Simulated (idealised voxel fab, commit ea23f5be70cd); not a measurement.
process module | voxel capacitor over wiring
cross-section cut | 230 nm wide | cells 5 nm
A cross-section is a grid of square cells, given in bands from the top down. A band is one or more rows of cells.
Each band's line starts with the height of the band's top and of its bottom, in nm. Then come its materials from left to right, each with its width in nm. One material with "throughout" fills the band from edge to edge. "air" is empty space.
Height 0 is the level under which the wafer as received is all one material. The lowest band goes on downwards, as in "0 down".
A width such as "30 to 40" changes by the same amount from each row of cells to the next, from the band's top row to its bottom row.
"no change" after a step means that no cell of the cross-section changed.
closed voids: empty space of 8 cells or more with no open way to the top, each as width x height at its distance from the left edge, in nm
after a step's settings: what the simulator itself notes on the step
overlay nm, on a step with a mask: how far to the right of its planned place the mask lay; to the left if negative
plan
1 op RECEIVE | material Si
2 op CONFORMAL_DEP | material SiO2 | thk nm 10
3 op CONFORMAL_DEP | material SiCN | thk nm 5
4 op DIRECTIONAL_DEP | material SiO2 | thk nm 20
5 op DIRECTIONAL_DEP | material aC | thk nm 15
6 op PATTERN | tone open | mask id METAL_1 | material resist | width nm 30 | pitch nm 95 | thk nm 35 | overlay nm 0
7 op DIRECTIONAL_ETCH | etch materials aC | depth nm 15
8 op STRIP | etch materials resist
9 op DIRECTIONAL_ETCH | etch materials SiO2 | depth nm 20
10 op DIRECTIONAL_ETCH | etch materials SiCN | depth nm 5
11 op STRIP | etch materials aC
12 op CONFORMAL_DEP | material TiN | thk nm 5
13 op FILL_DEP | material Ru | thk nm 5
14 op CMP | height nm 35
15 op CONFORMAL_DEP | material SiCN | thk nm 5
16 op DIRECTIONAL_DEP | material lowk | thk nm 15
17 op DIRECTIONAL_DEP | material aC | thk nm 10
18 op PATTERN | tone open | mask id PLUG_1 | material resist | width nm 15 | thk nm 30 | overlay nm 0
19 op DIRECTIONAL_ETCH | etch materials aC | depth nm 10
20 op STRIP | etch materials resist
21 op DIRECTIONAL_ETCH | etch materials lowk | depth nm 15
22 op DIRECTIONAL_ETCH | etch materials SiCN | depth nm 5
23 op STRIP | etch materials aC
24 op EPI | material Ru | thk nm 10
25 op EPI | material Ru | thk nm 10
26 op DIRECTIONAL_DEP | material TiN | thk nm 10
27 op DIRECTIONAL_DEP | material SiN | thk nm 5
28 op DIRECTIONAL_DEP | material TiN | thk nm 10
29 op MASKED_ETCH | tone cover | mask id UPPER_PLATE | width nm 70 | etch materials TiN | depth nm 10 | overlay nm 0
30 op MASKED_ETCH | tone cover | mask id UPPER_PLATE | width nm 70 | etch materials SiN | depth nm 5 | overlay nm 0
31 op DIRECTIONAL_DEP | material aC | thk nm 10
32 op PATTERN | tone cover | mask id LOWER_PLATE | material resist | width nm 80 | thk nm 25 | overlay nm 0
33 op DIRECTIONAL_ETCH | etch materials aC | depth nm 10
34 op STRIP | etch materials resist
35 op DIRECTIONAL_ETCH | etch materials TiN | depth nm 10
36 op STRIP | etch materials aC
37 op FILL_DEP | material SiO2 | thk nm 15
38 op CMP | height nm 90
39 op DIRECTIONAL_DEP | material aC | thk nm 15
40 op PATTERN | tone open | mask id PLUG_2 | material resist | width nm 15 | thk nm 35 | overlay nm 0
41 op DIRECTIONAL_ETCH | etch materials aC | depth nm 15
42 op STRIP | etch materials resist
43 op DIRECTIONAL_ETCH | etch materials SiO2 | depth nm 10
44 op STRIP | etch materials aC
45 op CONFORMAL_DEP | material TiN | thk nm 5
46 op FILL_DEP | material W | thk nm 5
47 op CMP | height nm 90
48 op CONFORMAL_DEP | material SiN | thk nm 5
as received, after step 1
  0 down: Si throughout
  closed voids: none
a wafer at the end: this start, this plan, one mistake
  95 to 90: SiN throughout
  90 to 85: SiO2 75 | TiN 5 | W 5 | TiN 5 | SiO2 140
  85 to 80: SiO2 75 | TiN 15 | SiO2 140
  80 to 70: SiO2 65 | TiN 15 | SiO2 45 | TiN 10 | SiO2 95
  70 to 65: SiO2 65 | SiN 15 | SiO2 45 | SiN 10 | SiO2 95
  65 to 60: SiO2 60 | TiN 20 | SiO2 45 | TiN 15 | SiO2 90
  60 to 55: SiO2 60 | TiN 80 | SiO2 90
  55 to 50: SiO2 30 | Ru 35 | lowk 15 | TiN 45 | Ru 70 | SiO2 35
  50 to 45: SiO2 30 | Ru 35 | lowk 15 | SiN 45 | Ru 70 | SiO2 35
  45 to 40: SiO2 30 | Ru 35 | lowk 15 | TiN 45 | Ru 70 | SiO2 35
  40 to 35: SiO2 30 | Ru 35 | SiCN 15 | TiN 45 | Ru 70 | SiO2 35
  35 to 15: SiO2 50 | TiN 5 | Ru 20 | TiN 5 | SiO2 65 | TiN 5 | Ru 20 | TiN 5 | SiO2 55
  15 to 10: SiCN 50 | TiN 30 | SiCN 65 | TiN 30 | SiCN 55
  10 to 0: SiO2 throughout
  0 down: Si throughout
  closed voids: none
what went wrong: step 18 ran as: op PATTERN | tone cover | mask id PLUG_1 | material resist | width nm 15 | thk nm 30 | overlay nm 0
